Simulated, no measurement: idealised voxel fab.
Process module in this document: voxel fin reveal
Square cells of 5 nm make up the cross-section cut, whose width is 295 nm.
Think of the cross-section as a grid of square cells. We describe it in bands, top to bottom, and each band covers one or more rows of those cells.
Band: top height; bottom height; in nm. Then, left to right: material with width in nm, for each material. "throughout": a single material spanning edge to edge. "air": empty space.
Convention: height 0 is the level below which the wafer, as received, is all one material. The lowest band does not terminate at the bottom but continues downward, represented as "0 nm and below".
You'd read "30 to 40" like this: the band's top row of cells is as wide as the first number, its bottom row is as wide as the second, and going down, every row changes width by the same amount as the row before did.
"nothing was modified" after a step means that no cell of the cross-section changed.
The list in "Closed void inventory" covers empty spaces of 8 cells or more that cannot reach the top through any open way, and it gives each as width x height at distance; the distance is from the left edge, and width, height and distance are in nm.
It should be noted that, on the line of a given step, the content following the step's settings is a remark produced by the simulator itself with respect to that step.
Steps that use a mask can have "overlay nm" on their line. It says how far the mask sat to the right of where it was meant to be. Negative means to the left.
### Planned process steps
1 RECEIVE (material Si)
2 CONFORMAL_DEP (material SiN; thk nm 5)
3 PATTERN (tone cover; mask id FINS; material resist; width nm 15; pitch nm 35; thk nm 15; overlay nm 0)
4 DIRECTIONAL_ETCH (etch materials SiN; depth nm 5)
5 DIRECTIONAL_ETCH (etch materials Si; depth nm 35)
6 STRIP (etch materials resist)
7 FILL_DEP (material SiO2; thk nm 15)
8 CMP (height nm 5)
9 SELECTIVE_ETCH (etch materials SiO2; depth nm 25)
10 STRIP (etch materials SiN)
11 CONFORMAL_DEP (material HfO2; thk nm 5)
### First of two wafers, with the run carried out as planned
### Wafer as received: cross-section following step 1
- 0 nm and below  Si throughout
- Closed void inventory: none
### Cross-section: wafer state after step 2
- 5 nm to 0 nm  SiN throughout
- Lower than 0, everything is as it was.
### Cross-section: wafer state after step 3
- 20 nm to 5 nm  air: 85, resist: 15, air: 20, resist: 15, air: 20, resist: 15, air: 20, resist: 15, air: 90
- Lower than 5, everything is as it was.
### Cross-section: wafer state after step 4
- 20 nm to 5 nm  air: 85, resist: 15, air: 20, resist: 15, air: 20, resist: 15, air: 20, resist: 15, air: 90
- 5 nm to 0 nm  air: 85, SiN: 15, air: 20, SiN: 15, air: 20, SiN: 15, air: 20, SiN: 15, air: 90
- Lower than 0, everything is as it was.
### Cross-section: wafer state after step 5
- 20 nm to 5 nm  air: 85, resist: 15, air: 20, resist: 15, air: 20, resist: 15, air: 20, resist: 15, air: 90
- 5 nm to 0 nm  air: 85, SiN: 15, air: 20, SiN: 15, air: 20, SiN: 15, air: 20, SiN: 15, air: 90
- 0 nm to -35 nm  air: 85, Si: 15, air: 20, Si: 15, air: 20, Si: 15, air: 20, Si: 15, air: 90
- Lower than -35, everything is as it was.
### Cross-section: wafer state after step 6
- 5 nm to 0 nm  air: 85, SiN: 15, air: 20, SiN: 15, air: 20, SiN: 15, air: 20, SiN: 15, air: 90
- Lower than 0, everything is as it was.
### Cross-section: wafer state after step 7
- 20 nm to 5 nm  SiO2 throughout
- 5 nm to 0 nm  SiO2: 85, SiN: 15, SiO2: 20, SiN: 15, SiO2: 20, SiN: 15, SiO2: 20, SiN: 15, SiO2: 90
- 0 nm to -35 nm  SiO2: 85, Si: 15, SiO2: 20, Si: 15, SiO2: 20, Si: 15, SiO2: 20, Si: 15, SiO2: 90
- Lower than -35, everything is as it was.
### Cross-section: wafer state after step 8
- 5 nm to 0 nm  SiO2: 85, SiN: 15, SiO2: 20, SiN: 15, SiO2: 20, SiN: 15, SiO2: 20, SiN: 15, SiO2: 90
- Lower than 0, everything is as it was.
### Cross-section: wafer state after step 9
- 5 nm to 0 nm  air: 85, SiN: 15, air: 20, SiN: 15, air: 20, SiN: 15, air: 20, SiN: 15, air: 90
- 0 nm to -20 nm  air: 85, Si: 15, air: 20, Si: 15, air: 20, Si: 15, air: 20, Si: 15, air: 90
- Lower than -20, everything is as it was.
### Cross-section: wafer state after step 10
- 0 nm to -20 nm  air: 85, Si: 15, air: 20, Si: 15, air: 20, Si: 15, air: 20, Si: 15, air: 90
- Lower than -20, everything is as it was.
### Cross-section: wafer state after step 11
- 5 nm to 0 nm  air: 80, HfO2: 25, air: 10, HfO2: 25, air: 10, HfO2: 25, air: 10, HfO2: 25, air: 85
- 0 nm to -15 nm  air: 80, HfO2: 5, Si: 15, HfO2: 5, air: 10, HfO2: 5, Si: 15, HfO2: 5, air: 10, HfO2: 5, Si: 15, HfO2: 5, air: 10, HfO2: 5, Si: 15, HfO2: 5, air: 85
- -15 nm to -20 nm  HfO2: 85, Si: 15, HfO2: 20, Si: 15, HfO2: 20, Si: 15, HfO2: 20, Si: 15, HfO2: 90
- Lower than -20, everything is as it was.
### Companion wafer, the second of two: same beginning, same intended sequence, one mistake in carrying it out; through step 2 inclusive it tracks the first exactly
### Second wafer, section view, time point: scheduled end of step 3
- 20 nm to 5 nm  air: 85, resist: 20, air: 15, resist: 20, air: 15, resist: 20, air: 15, resist: 20, air: 85
- Lower than 5, everything is as it was.
### Second wafer, section view, time point: scheduled end of step 4
- 20 nm to 5 nm  air: 85, resist: 20, air: 15, resist: 20, air: 15, resist: 20, air: 15, resist: 20, air: 85
- 5 nm to 0 nm  air: 85, SiN: 20, air: 15, SiN: 20, air: 15, SiN: 20, air: 15, SiN: 20, air: 85
- Lower than 0, everything is as it was.
### Second wafer, section view, time point: scheduled end of step 5
- 20 nm to 5 nm  air: 85, resist: 20, air: 15, resist: 20, air: 15, resist: 20, air: 15, resist: 20, air: 85
- 5 nm to 0 nm  air: 85, SiN: 20, air: 15, SiN: 20, air: 15, SiN: 20, air: 15, SiN: 20, air: 85
- 0 nm to -35 nm  air: 85, Si: 20, air: 15, Si: 20, air: 15, Si: 20, air: 15, Si: 20, air: 85
- Lower than -35, everything is as it was.
### Second wafer, section view, time point: scheduled end of step 6
- 5 nm to 0 nm  air: 85, SiN: 20, air: 15, SiN: 20, air: 15, SiN: 20, air: 15, SiN: 20, air: 85
- Lower than 0, everything is as it was.
### Second wafer, section view, time point: scheduled end of step 7
- 20 nm to 5 nm  SiO2 throughout
- 5 nm to 0 nm  SiO2: 85, SiN: 20, SiO2: 15, SiN: 20, SiO2: 15, SiN: 20, SiO2: 15, SiN: 20, SiO2: 85
- 0 nm to -35 nm  SiO2: 85, Si: 20, SiO2: 15, Si: 20, SiO2: 15, Si: 20, SiO2: 15, Si: 20, SiO2: 85
- Lower than -35, everything is as it was.
### Second wafer, section view, time point: scheduled end of step 8
- 5 nm to 0 nm  SiO2: 85, SiN: 20, SiO2: 15, SiN: 20, SiO2: 15, SiN: 20, SiO2: 15, SiN: 20, SiO2: 85
- Lower than 0, everything is as it was.
### Second wafer, section view, time point: scheduled end of step 9
- 5 nm to 0 nm  air: 85, SiN: 20, air: 15, SiN: 20, air: 15, SiN: 20, air: 15, SiN: 20, air: 85
- 0 nm to -20 nm  air: 85, Si: 20, air: 15, Si: 20, air: 15, Si: 20, air: 15, Si: 20, air: 85
- Lower than -20, everything is as it was.
### Second wafer, section view, time point: scheduled end of step 10
- 0 nm to -20 nm  air: 85, Si: 20, air: 15, Si: 20, air: 15, Si: 20, air: 15, Si: 20, air: 85
- Lower than -20, everything is as it was.
### Second wafer, section view, time point: scheduled end of step 11
- 5 nm to 0 nm  air: 80, HfO2: 30, air: 5, HfO2: 30, air: 5, HfO2: 30, air: 5, HfO2: 30, air: 80
- 0 nm to -15 nm  air: 80, HfO2: 5, Si: 20, HfO2: 5, air: 5, HfO2: 5, Si: 20, HfO2: 5, air: 5, HfO2: 5, Si: 20, HfO2: 5, air: 5, HfO2: 5, Si: 20, HfO2: 5, air: 80
- -15 nm to -20 nm  HfO2: 85, Si: 20, HfO2: 15, Si: 20, HfO2: 15, Si: 20, HfO2: 15, Si: 20, HfO2: 85
- Lower than -20, everything is as it was.
The mistake made against the process plan was this: step 3 was run on a setting that differed from the plan, and what really ran there is PATTERN (tone cover; mask id FINS; material resist; width nm 20; pitch nm 35; thk nm 15; overlay nm 0)
Upon completion, the second wafer contains, in terms of cells, a greater or smaller amount of certain materials than the first wafer: +28 Si; -12 SiO2
